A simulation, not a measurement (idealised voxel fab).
The following process module bears the name voxel wiring stack.
It is cross-section cut that appears here, measuring 165 nm in width, its square cells being 5 nm in size.
For the purposes of this document, a cross-section shall be understood as a grid of square cells, specified as bands listed in top-to-bottom order, each band consisting of one or more rows of cells.
This entry defines a band. It first specifies the height of the band's top and the height of its bottom in nm, and then specifies the band's materials from left to right, stating each material with its width in nm. The word "all across" identifies a single material that fills the band from edge to edge, while the word "empty" identifies empty space.
Heads up on the height convention: 0 is the point under which the incoming wafer is all one material, and the lowest band has no bottom, it just keeps going down, like "from 0 down".
Think of "30..40" as a width that walks from the first number to the second as you go down the band, top row to bottom row, taking equal-sized steps from row to row.
For the purposes of this document, the phrase "remained the same" attached to a step denotes that no cell within the cross-section was modified by that step.
You'll see "Unvented internal voids" listing empty spaces that have no way open to the top, as long as they're 8 cells or more; the notation is width x height at distance, where the distance is from the left edge, and all of it is in nm.
Step line, after settings: the simulator's comment on this step.
overlay nm: mask right of planned place by this much (step with mask). Neg. = left.

The planned process steps are enumerated hereunder:
- 1: RECEIVE [material Si]
- 2: CONFORMAL_DEP [material SiO2] [thk nm 15]
- 3: CONFORMAL_DEP [material SiCN] [thk nm 5]
- 4: DIRECTIONAL_DEP [material SiO2] [thk nm 20]
- 5: PATTERN [tone open] [mask id METAL_1] [material resist] [width nm 25] [pitch nm 50] [thk nm 20] [overlay nm 0]
- 6: DIRECTIONAL_ETCH [etch materials SiO2] [depth nm 20]
- 7: DIRECTIONAL_ETCH [etch materials SiCN] [depth nm 5]
- 8: STRIP [etch materials resist]
- 9: CONFORMAL_DEP [material TiN] [thk nm 5]
- 10: FILL_DEP [material Cu] [thk nm 10]
- 11: CMP [height nm 40]
- 12: EPI [material Ru] [thk nm 5]
- 13: FILL_DEP [material SiCN] [thk nm 5]
- 14: DIRECTIONAL_DEP [material SiO2] [thk nm 15]
- 15: DIRECTIONAL_DEP [material aC] [thk nm 10]
- 16: PATTERN [tone open] [mask id PLUG_1] [material resist] [width nm 15] [thk nm 25] [overlay nm 0]
- 17: DIRECTIONAL_ETCH [etch materials aC] [depth nm 10]
- 18: STRIP [etch materials resist]
- 19: DIRECTIONAL_ETCH [etch materials SiO2] [depth nm 15]
- 20: DIRECTIONAL_ETCH [etch materials SiCN] [depth nm 5]
- 21: STRIP [etch materials aC]
- 22: CONFORMAL_DEP [material TiN] [thk nm 5]
- 23: FILL_DEP [material Cu] [thk nm 5]
- 24: CMP [height nm 65]
- 25: DIRECTIONAL_DEP [material TiN] [thk nm 5]
- 26: DIRECTIONAL_DEP [material W] [thk nm 15]
- 27: MASKED_ETCH [tone cover] [mask id METAL_2] [width nm 25] [pitch nm 50] [etch materials W] [depth nm 15] [overlay nm 0]
- 28: MASKED_ETCH [tone cover] [mask id METAL_2] [width nm 25] [pitch nm 50] [etch materials TiN] [depth nm 5] [overlay nm 0]
- 29: FILL_DEP [material lowk] [thk nm 10]
- 30: CMP [height nm 85]
- 31: CONFORMAL_DEP [material SiCN] [thk nm 5]
- 32: DIRECTIONAL_DEP [material lowk] [thk nm 25]
- 33: DIRECTIONAL_DEP [material aC] [thk nm 10]
- 34: PATTERN [tone open] [mask id METAL_3_HOLES] [material resist] [width nm 15] [thk nm 30] [overlay nm 0]
- 35: DIRECTIONAL_ETCH [etch materials aC] [depth nm 10]
- 36: STRIP [etch materials resist]
- 37: DIRECTIONAL_ETCH [etch materials lowk] [depth nm 25]
- 38: STRIP [etch materials aC]
- 39: MASKED_ETCH [tone open] [mask id METAL_3] [width nm 25] [pitch nm 50] [etch materials lowk] [depth nm 15] [overlay nm 0]
- 40: MASKED_ETCH [tone open] [mask id METAL_3] [width nm 25] [pitch nm 50] [etch materials SiCN] [depth nm 5] [overlay nm 0]
- 41: CONFORMAL_DEP [material TiN] [thk nm 5]
- 42: FILL_DEP [material Ru] [thk nm 5]
- 43: CMP [height nm 115]
- 44: CONFORMAL_DEP [material SiCN] [thk nm 5]
- 45: DIRECTIONAL_DEP [material SiO2] [thk nm 30]
- 46: DIRECTIONAL_DEP [material aC] [thk nm 15]
- 47: PATTERN [tone open] [mask id METAL_4_HOLES] [material resist] [width nm 15] [pitch nm 50] [thk nm 30] [overlay nm 0]
- 48: DIRECTIONAL_ETCH [etch materials aC] [depth nm 15]
- 49: STRIP [etch materials resist]
- 50: DIRECTIONAL_ETCH [etch materials SiO2] [depth nm 30]
- 51: STRIP [etch materials aC]
- 52: DIRECTIONAL_DEP [material aC] [thk nm 15]
- 53: PATTERN [tone open] [mask id METAL_4] [material resist] [width nm 25] [pitch nm 50] [thk nm 30] [overlay nm 0]
- 54: DIRECTIONAL_ETCH [etch materials aC] [depth nm 15]
- 55: STRIP [etch materials resist]
- 56: DIRECTIONAL_ETCH [etch materials SiO2] [depth nm 15]
- 57: DIRECTIONAL_ETCH [etch materials SiCN] [depth nm 5]
- 58: STRIP [etch materials aC]
- 59: CONFORMAL_DEP [material TiN] [thk nm 5]
- 60: FILL_DEP [material Cu] [thk nm 5]
- 61: CMP [height nm 150]
- 62: CONFORMAL_DEP [material SiN] [thk nm 5]

Account of the first of two wafers, which was processed as intended:

The cross-section here shows the wafer as received, i.e. in its state after step 1:
	from 0 down | Si all across
	Unvented internal voids: none

After step 2: wafer cross-section:
	from 15 to 0 | SiO2 all across
	Everything under 0 stays put, no change at all.

After step 3: wafer cross-section:
	from 20 to 15 | SiCN all across
	Everything under 15 stays put, no change at all.

After step 4: wafer cross-section:
	from 40 to 20 | SiO2 all across
	Everything under 20 stays put, no change at all.

After step 5: wafer cross-section:
	from 60 to 40 | 45 resist / 25 empty / 25 resist / 25 empty / 45 resist
	Everything under 40 stays put, no change at all.

After step 6: wafer cross-section:
	from 60 to 40 | 45 resist / 25 empty / 25 resist / 25 empty / 45 resist
	from 40 to 20 | 45 SiO2 / 25 empty / 25 SiO2 / 25 empty / 45 SiO2
	Everything under 20 stays put, no change at all.

After step 7: wafer cross-section:
	from 60 to 40 | 45 resist / 25 empty / 25 resist / 25 empty / 45 resist
	from 40 to 20 | 45 SiO2 / 25 empty / 25 SiO2 / 25 empty / 45 SiO2
	from 20 to 15 | 45 SiCN / 25 empty / 25 SiCN / 25 empty / 45 SiCN
	Everything under 15 stays put, no change at all.

After step 8: wafer cross-section:
	from 40 to 20 | 45 SiO2 / 25 empty / 25 SiO2 / 25 empty / 45 SiO2
	Everything under 20 stays put, no change at all.

After step 9: wafer cross-section:
	from 45 to 40 | 50 TiN / 15 empty / 35 TiN / 15 empty / 50 TiN
	from 40 to 20 | 45 SiO2 / 5 TiN / 15 empty / 5 TiN / 25 SiO2 / 5 TiN / 15 empty / 5 TiN / 45 SiO2
	from 20 to 15 | 45 SiCN / 25 TiN / 25 SiCN / 25 TiN / 45 SiCN
	Everything under 15 stays put, no change at all.

After step 10: wafer cross-section:
	from 55 to 45 | Cu all across
	from 45 to 40 | 50 TiN / 15 Cu / 35 TiN / 15 Cu / 50 TiN
	from 40 to 20 | 45 SiO2 / 5 TiN / 15 Cu / 5 TiN / 25 SiO2 / 5 TiN / 15 Cu / 5 TiN / 45 SiO2
	Everything under 20 stays put, no change at all.

After step 11: wafer cross-section:
	from 40 to 20 | 45 SiO2 / 5 TiN / 15 Cu / 5 TiN / 25 SiO2 / 5 TiN / 15 Cu / 5 TiN / 45 SiO2
	Everything under 20 stays put, no change at all.

After step 12: wafer cross-section:
	from 45 to 40 | 40 empty / 35 Ru / 15 empty / 35 Ru / 40 empty
	Everything under 40 stays put, no change at all.

After step 13: wafer cross-section:
	from 50 to 45 | SiCN all across
	from 45 to 40 | 40 SiCN / 35 Ru / 15 SiCN / 35 Ru / 40 SiCN
	Everything under 40 stays put, no change at all.

After step 14: wafer cross-section:
	from 65 to 50 | SiO2 all across
	Everything under 50 stays put, no change at all.

After step 15: wafer cross-section:
	from 75 to 65 | aC all across
	Everything under 65 stays put, no change at all.

After step 16: wafer cross-section:
	from 100 to 75 | 45 resist / 15 empty / 105 resist
	Everything under 75 stays put, no change at all.

After step 17: wafer cross-section:
	from 90 to 75 | 45 resist / 15 empty / 105 resist
	from 75 to 65 | 45 aC / 15 empty / 105 aC
	Everything under 65 stays put, no change at all.

After step 18: wafer cross-section:
	from 75 to 65 | 45 aC / 15 empty / 105 aC
	Everything under 65 stays put, no change at all.

After step 19: wafer cross-section:
	from 75 to 65 | 45 aC / 15 empty / 105 aC
	from 65 to 50 | 45 SiO2 / 15 empty / 105 SiO2
	Everything under 50 stays put, no change at all.

After step 20: wafer cross-section:
	from 75 to 65 | 45 aC / 15 empty / 105 aC
	from 65 to 50 | 45 SiO2 / 15 empty / 105 SiO2
	from 50 to 45 | 45 SiCN / 15 empty / 105 SiCN
	Everything under 45 stays put, no change at all.

After step 21: wafer cross-section:
	from 65 to 50 | 45 SiO2 / 15 empty / 105 SiO2
	Everything under 50 stays put, no change at all.

After step 22: wafer cross-section:
	from 70 to 65 | 50 TiN / 5 empty / 110 TiN
	from 65 to 50 | 45 SiO2 / 5 TiN / 5 empty / 5 TiN / 105 SiO2
	from 50 to 45 | 45 SiCN / 15 TiN / 105 SiCN
	Everything under 45 stays put, no change at all.

After step 23: wafer cross-section:
	from 75 to 70 | Cu all across
	from 70 to 65 | 50 TiN / 5 Cu / 110 TiN
	from 65 to 50 | 45 SiO2 / 5 TiN / 5 Cu / 5 TiN / 105 SiO2
	Everything under 50 stays put, no change at all.

After step 24: wafer cross-section:
	from 65 to 50 | 45 SiO2 / 5 TiN / 5 Cu / 5 TiN / 105 SiO2
	Everything under 50 stays put, no change at all.

After step 25: wafer cross-section:
	from 70 to 65 | TiN all across
	Everything under 65 stays put, no change at all.

After step 26: wafer cross-section:
	from 85 to 70 | W all across
	Everything under 70 stays put, no change at all.

After step 27: wafer cross-section:
	from 85 to 70 | 45 empty / 25 W / 25 empty / 25 W / 45 empty
	Everything under 70 stays put, no change at all.

After step 28: wafer cross-section:
	from 85 to 70 | 45 empty / 25 W / 25 empty / 25 W / 45 empty
	from 70 to 65 | 45 empty / 25 TiN / 25 empty / 25 TiN / 45 empty
	Everything under 65 stays put, no change at all.

After step 29: wafer cross-section:
	from 95 to 85 | lowk all across
	from 85 to 70 | 45 lowk / 25 W / 25 lowk / 25 W / 45 lowk
	from 70 to 65 | 45 lowk / 25 TiN / 25 lowk / 25 TiN / 45 lowk
	Everything under 65 stays put, no change at all.

After step 30: wafer cross-section:
	from 85 to 70 | 45 lowk / 25 W / 25 lowk / 25 W / 45 lowk
	Everything under 70 stays put, no change at all.

After step 31: wafer cross-section:
	from 90 to 85 | SiCN all across
	Everything under 85 stays put, no change at all.

After step 32: wafer cross-section:
	from 115 to 90 | lowk all across
	Everything under 90 stays put, no change at all.

After step 33: wafer cross-section:
	from 125 to 115 | aC all across
	Everything under 115 stays put, no change at all.

After step 34: wafer cross-section:
	from 155 to 125 | 45 resist / 15 empty / 105 resist
	Everything under 125 stays put, no change at all.

After step 35: wafer cross-section:
	from 145 to 125 | 45 resist / 15 empty / 105 resist
	from 125 to 115 | 45 aC / 15 empty / 105 aC
	Everything under 115 stays put, no change at all.

After step 36: wafer cross-section:
	from 125 to 115 | 45 aC / 15 empty / 105 aC
	Everything under 115 stays put, no change at all.

After step 37: wafer cross-section:
	from 125 to 115 | 45 aC / 15 empty / 105 aC
	from 115 to 90 | 45 lowk / 15 empty / 105 lowk
	Everything under 90 stays put, no change at all.

After step 38: wafer cross-section:
	from 115 to 90 | 45 lowk / 15 empty / 105 lowk
	Everything under 90 stays put, no change at all.

After step 39: wafer cross-section:
	from 115 to 100 | 45 lowk / 25 empty / 25 lowk / 25 empty / 45 lowk
	Everything under 100 stays put, no change at all.

After step 40: wafer cross-section:
	from 115 to 100 | 45 lowk / 25 empty / 25 lowk / 25 empty / 45 lowk
	from 100 to 90 | 45 lowk / 15 empty / 105 lowk
	from 90 to 85 | 45 SiCN / 15 empty / 105 SiCN
	Everything under 85 stays put, no change at all.

After step 41: wafer cross-section:
	from 120 to 115 | 50 TiN / 15 empty / 35 TiN / 15 empty / 50 TiN
	from 115 to 105 | 45 lowk / 5 TiN / 15 empty / 5 TiN / 25 lowk / 5 TiN / 15 empty / 5 TiN / 45 lowk
	from 105 to 100 | 45 lowk / 5 TiN / 5 empty / 15 TiN / 25 lowk / 25 TiN / 45 lowk
	from 100 to 90 | 45 lowk / 5 TiN / 5 empty / 5 TiN / 105 lowk
	from 90 to 85 | 45 SiCN / 15 TiN / 105 SiCN
	Everything under 85 stays put, no change at all.

After step 42: wafer cross-section:
	from 125 to 120 | Ru all across
	from 120 to 115 | 50 TiN / 15 Ru / 35 TiN / 15 Ru / 50 TiN
	from 115 to 105 | 45 lowk / 5 TiN / 15 Ru / 5 TiN / 25 lowk / 5 TiN / 15 Ru / 5 TiN / 45 lowk
	from 105 to 100 | 45 lowk / 5 TiN / 5 Ru / 15 TiN / 25 lowk / 25 TiN / 45 lowk
	from 100 to 90 | 45 lowk / 5 TiN / 5 Ru / 5 TiN / 105 lowk
	Everything under 90 stays put, no change at all.

After step 43: wafer cross-section:
	from 115 to 105 | 45 lowk / 5 TiN / 15 Ru / 5 TiN / 25 lowk / 5 TiN / 15 Ru / 5 TiN / 45 lowk
	Everything under 105 stays put, no change at all.

After step 44: wafer cross-section:
	from 120 to 115 | SiCN all across
	Everything under 115 stays put, no change at all.

After step 45: wafer cross-section:
	from 150 to 120 | SiO2 all across
	Everything under 120 stays put, no change at all.

After step 46: wafer cross-section:
	from 165 to 150 | aC all across
	Everything under 150 stays put, no change at all.

After step 47: wafer cross-section:
	from 195 to 165 | 45 resist / 15 empty / 35 resist / 15 empty / 55 resist
	Everything under 165 stays put, no change at all.

After step 48: wafer cross-section:
	from 180 to 165 | 45 resist / 15 empty / 35 resist / 15 empty / 55 resist
	from 165 to 150 | 45 aC / 15 empty / 35 aC / 15 empty / 55 aC
	Everything under 150 stays put, no change at all.

After step 49: wafer cross-section:
	from 165 to 150 | 45 aC / 15 empty / 35 aC / 15 empty / 55 aC
	Everything under 150 stays put, no change at all.

After step 50: wafer cross-section:
	from 165 to 150 | 45 aC / 15 empty / 35 aC / 15 empty / 55 aC
	from 150 to 120 | 45 SiO2 / 15 empty / 35 SiO2 / 15 empty / 55 SiO2
	Everything under 120 stays put, no change at all.

After step 51: wafer cross-section:
	from 150 to 120 | 45 SiO2 / 15 empty / 35 SiO2 / 15 empty / 55 SiO2
	Everything under 120 stays put, no change at all.

After step 52: wafer cross-section:
	from 165 to 150 | 45 aC / 15 empty / 35 aC / 15 empty / 55 aC
	from 150 to 135 | 45 SiO2 / 15 empty / 35 SiO2 / 15 empty / 55 SiO2
	from 135 to 120 | 45 SiO2 / 15 aC / 35 SiO2 / 15 aC / 55 SiO2
	Everything under 120 stays put, no change at all.

After step 53: wafer cross-section:
	from 195 to 165 | 45 resist / 25 empty / 25 resist / 25 empty / 45 resist
	Everything under 165 stays put, no change at all.

After step 54: wafer cross-section:
	from 180 to 165 | 45 resist / 25 empty / 25 resist / 25 empty / 45 resist
	from 165 to 150 | 45 aC / 25 empty / 25 aC / 25 empty / 45 aC
	from 150 to 120 | 45 SiO2 / 15 empty / 35 SiO2 / 15 empty / 55 SiO2
	Everything under 120 stays put, no change at all.

After step 55: wafer cross-section:
	from 165 to 150 | 45 aC / 25 empty / 25 aC / 25 empty / 45 aC
	Everything under 150 stays put, no change at all.

After step 56: wafer cross-section:
	from 165 to 150 | 45 aC / 25 empty / 25 aC / 25 empty / 45 aC
	from 150 to 135 | 45 SiO2 / 25 empty / 25 SiO2 / 25 empty / 45 SiO2
	Everything under 135 stays put, no change at all.

After step 57: wafer cross-section:
	from 165 to 150 | 45 aC / 25 empty / 25 aC / 25 empty / 45 aC
	from 150 to 135 | 45 SiO2 / 25 empty / 25 SiO2 / 25 empty / 45 SiO2
	from 135 to 120 | 45 SiO2 / 15 empty / 35 SiO2 / 15 empty / 55 SiO2
	from 120 to 115 | 45 SiCN / 15 empty / 35 SiCN / 15 empty / 55 SiCN
	Everything under 115 stays put, no change at all.

After step 58: wafer cross-section:
	from 150 to 135 | 45 SiO2 / 25 empty / 25 SiO2 / 25 empty / 45 SiO2
	Everything under 135 stays put, no change at all.

After step 59: wafer cross-section:
	from 155 to 150 | 50 TiN / 15 empty / 35 TiN / 15 empty / 50 TiN
	from 150 to 140 | 45 SiO2 / 5 TiN / 15 empty / 5 TiN / 25 SiO2 / 5 TiN / 15 empty / 5 TiN / 45 SiO2
	from 140 to 135 | 45 SiO2 / 5 TiN / 5 empty / 15 TiN / 25 SiO2 / 5 TiN / 5 empty / 15 TiN / 45 SiO2
	from 135 to 120 | 45 SiO2 / 5 TiN / 5 empty / 5 TiN / 35 SiO2 / 5 TiN / 5 empty / 5 TiN / 55 SiO2
	from 120 to 115 | 45 SiCN / 15 TiN / 35 SiCN / 15 TiN / 55 SiCN
	Everything under 115 stays put, no change at all.

After step 60: wafer cross-section:
	from 160 to 155 | Cu all across
	from 155 to 150 | 50 TiN / 15 Cu / 35 TiN / 15 Cu / 50 TiN
	from 150 to 140 | 45 SiO2 / 5 TiN / 15 Cu / 5 TiN / 25 SiO2 / 5 TiN / 15 Cu / 5 TiN / 45 SiO2
	from 140 to 135 | 45 SiO2 / 5 TiN / 5 Cu / 15 TiN / 25 SiO2 / 5 TiN / 5 Cu / 15 TiN / 45 SiO2
	from 135 to 120 | 45 SiO2 / 5 TiN / 5 Cu / 5 TiN / 35 SiO2 / 5 TiN / 5 Cu / 5 TiN / 55 SiO2
	Everything under 120 stays put, no change at all.

After step 61: wafer cross-section:
	from 150 to 140 | 45 SiO2 / 5 TiN / 15 Cu / 5 TiN / 25 SiO2 / 5 TiN / 15 Cu / 5 TiN / 45 SiO2
	Everything under 140 stays put, no change at all.

After step 62: wafer cross-section:
	from 155 to 150 | SiN all across
	Everything under 150 stays put, no change at all.

Second wafer: same start and same plan as the first, one execution error; identical to the first through step 44:

The second wafer cut through, at the time step 45 was supposed to be finished:
	from 140 to 120 | SiO2 all across
	Everything under 120 stays put, no change at all.

The second wafer cut through, at the time step 46 was supposed to be finished:
	from 155 to 140 | aC all across
	Everything under 140 stays put, no change at all.

The second wafer cut through, at the time step 47 was supposed to be finished:
	from 185 to 155 | 45 resist / 15 empty / 35 resist / 15 empty / 55 resist
	Everything under 155 stays put, no change at all.

The second wafer cut through, at the time step 48 was supposed to be finished:
	from 170 to 155 | 45 resist / 15 empty / 35 resist / 15 empty / 55 resist
	from 155 to 140 | 45 aC / 15 empty / 35 aC / 15 empty / 55 aC
	Everything under 140 stays put, no change at all.

The second wafer cut through, at the time step 49 was supposed to be finished:
	from 155 to 140 | 45 aC / 15 empty / 35 aC / 15 empty / 55 aC
	Everything under 140 stays put, no change at all.

The second wafer cut through, at the time step 50 was supposed to be finished:
	from 155 to 140 | 45 aC / 15 empty / 35 aC / 15 empty / 55 aC
	from 140 to 120 | 45 SiO2 / 15 empty / 35 SiO2 / 15 empty / 55 SiO2
	Everything under 120 stays put, no change at all.

The second wafer cut through, at the time step 51 was supposed to be finished:
	from 140 to 120 | 45 SiO2 / 15 empty / 35 SiO2 / 15 empty / 55 SiO2
	Everything under 120 stays put, no change at all.

The second wafer cut through, at the time step 52 was supposed to be finished:
	from 155 to 140 | 45 aC / 15 empty / 35 aC / 15 empty / 55 aC
	from 140 to 135 | 45 SiO2 / 15 empty / 35 SiO2 / 15 empty / 55 SiO2
	from 135 to 120 | 45 SiO2 / 15 aC / 35 SiO2 / 15 aC / 55 SiO2
	Everything under 120 stays put, no change at all.

The second wafer cut through, at the time step 53 was supposed to be finished:
	from 185 to 155 | 45 resist / 25 empty / 25 resist / 25 empty / 45 resist
	Everything under 155 stays put, no change at all.

The second wafer cut through, at the time step 54 was supposed to be finished:
	from 170 to 155 | 45 resist / 25 empty / 25 resist / 25 empty / 45 resist
	from 155 to 140 | 45 aC / 25 empty / 25 aC / 25 empty / 45 aC
	from 140 to 120 | 45 SiO2 / 15 empty / 35 SiO2 / 15 empty / 55 SiO2
	Everything under 120 stays put, no change at all.

The second wafer cut through, at the time step 55 was supposed to be finished:
	from 155 to 140 | 45 aC / 25 empty / 25 aC / 25 empty / 45 aC
	Everything under 140 stays put, no change at all.

The second wafer cut through, at the time step 56 was supposed to be finished:
	from 155 to 140 | 45 aC / 25 empty / 25 aC / 25 empty / 45 aC
	from 140 to 125 | 45 SiO2 / 25 empty / 25 SiO2 / 25 empty / 45 SiO2
	Everything under 125 stays put, no change at all.

The second wafer cut through, at the time step 57 was supposed to be finished:
	from 155 to 140 | 45 aC / 25 empty / 25 aC / 25 empty / 45 aC
	from 140 to 125 | 45 SiO2 / 25 empty / 25 SiO2 / 25 empty / 45 SiO2
	from 125 to 120 | 45 SiO2 / 15 empty / 35 SiO2 / 15 empty / 55 SiO2
	from 120 to 115 | 45 SiCN / 15 empty / 35 SiCN / 15 empty / 55 SiCN
	Everything under 115 stays put, no change at all.

The second wafer cut through, at the time step 58 was supposed to be finished:
	from 140 to 125 | 45 SiO2 / 25 empty / 25 SiO2 / 25 empty / 45 SiO2
	Everything under 125 stays put, no change at all.

The second wafer cut through, at the time step 59 was supposed to be finished:
	from 145 to 140 | 50 TiN / 15 empty / 35 TiN / 15 empty / 50 TiN
	from 140 to 130 | 45 SiO2 / 5 TiN / 15 empty / 5 TiN / 25 SiO2 / 5 TiN / 15 empty / 5 TiN / 45 SiO2
	from 130 to 120 | 45 SiO2 / 5 TiN / 5 empty / 15..5 TiN / 25..35 SiO2 / 5 TiN / 5 empty / 15..5 TiN / 45..55 SiO2
	from 120 to 115 | 45 SiCN / 15 TiN / 35 SiCN / 15 TiN / 55 SiCN
	Everything under 115 stays put, no change at all.

The second wafer cut through, at the time step 60 was supposed to be finished:
	from 150 to 145 | Cu all across
	from 145 to 140 | 50 TiN / 15 Cu / 35 TiN / 15 Cu / 50 TiN
	from 140 to 130 | 45 SiO2 / 5 TiN / 15 Cu / 5 TiN / 25 SiO2 / 5 TiN / 15 Cu / 5 TiN / 45 SiO2
	from 130 to 120 | 45 SiO2 / 5 TiN / 5 Cu / 15..5 TiN / 25..35 SiO2 / 5 TiN / 5 Cu / 15..5 TiN / 45..55 SiO2
	Everything under 120 stays put, no change at all.

The second wafer cut through, at the time step 61 was supposed to be finished: remained the same

The second wafer cut through, at the time step 62 was supposed to be finished:
	from 155 to 150 | SiN all across
	Everything under 150 stays put, no change at all.
Deviation from plan: step 45 ran with different settings than intended, the actual operation and settings being DIRECTIONAL_DEP [material SiO2] [thk nm 20]
Final cells, second wafer relative to first, materials higher or lower: Cu +35, SiO2 -54, TiN +19
